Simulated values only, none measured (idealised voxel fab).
process module | voxel ribs on slabs
cross-section cut | 280 nm wide | cells 5 nm
A cross-section is a grid of square cells, given in bands from the top down. A band is one or more rows of cells.
Each band's line starts with the height of the band's top and of its bottom, in nm. Then come its materials from left to right, each with its width in nm. One material with "throughout" fills the band from edge to edge. "air" is empty space.
Height 0 is the level under which the wafer as received is all one material. The lowest band goes on downwards, as in "0 down".
A width such as "30 to 40" changes by the same amount from each row of cells to the next, from the band's top row to its bottom row.
"no change" after a step means that no cell of the cross-section changed.
closed voids: empty space of 8 cells or more with no open way to the top, each as width x height at its distance from the left edge, in nm
after a step's settings: what the simulator itself notes on the step
overlay nm, on a step with a mask: how far to the right of its planned place the mask lay; to the left if negative
plan
1 op RECEIVE | material Si
2 op DIRECTIONAL_DEP | material SiO2 | thk nm 20
3 op DIRECTIONAL_DEP | material SiN | thk nm 15
4 op PATTERN | tone cover | mask id RIB | material resist | width nm 15 | thk nm 15 | overlay nm 0
5 op DIRECTIONAL_ETCH | etch materials SiN | depth nm 5
6 op STRIP | etch materials resist
7 op DIRECTIONAL_DEP | material aC | thk nm 10
8 op PATTERN | tone cover | mask id SLAB | material resist | width nm 65 | thk nm 25 | overlay nm 0
9 op DIRECTIONAL_ETCH | etch materials aC | depth nm 10
10 op STRIP | etch materials resist
11 op DIRECTIONAL_ETCH | etch materials SiN | depth nm 10
12 op STRIP | etch materials aC
13 op FILL_DEP | material SiO2 | thk nm 15
14 op CMP | height nm 45
15 op DIRECTIONAL_DEP | material W | thk nm 5
16 op PATTERN | tone cover | mask id HEATER | material resist | width nm 25 | thk nm 20 | overlay nm 0
17 op DIRECTIONAL_ETCH | etch materials W | depth nm 5
18 op STRIP | etch materials resist
19 op CONFORMAL_DEP | material SiO2 | thk nm 5
as received, after step 1
  0 down: Si throughout
  closed voids: none
a wafer at the end: this start, this plan, one mistake
  55 to 50: air 120 | SiO2 35 | air 125
  50 to 45: SiO2 125 | W 25 | SiO2 130
  45 to 35: SiO2 throughout
  35 to 30: SiO2 105 | SiN 25 | SiO2 15 | SiN 25 | SiO2 110
  30 to 25: SiO2 105 | SiN 65 | SiO2 110
  25 to 20: SiN throughout
  20 to 0: SiO2 throughout
  0 down: Si throughout
  closed voids: none
what went wrong: step 4 ran as: op PATTERN | tone open | mask id RIB | material resist | width nm 15 | thk nm 15 | overlay nm 0
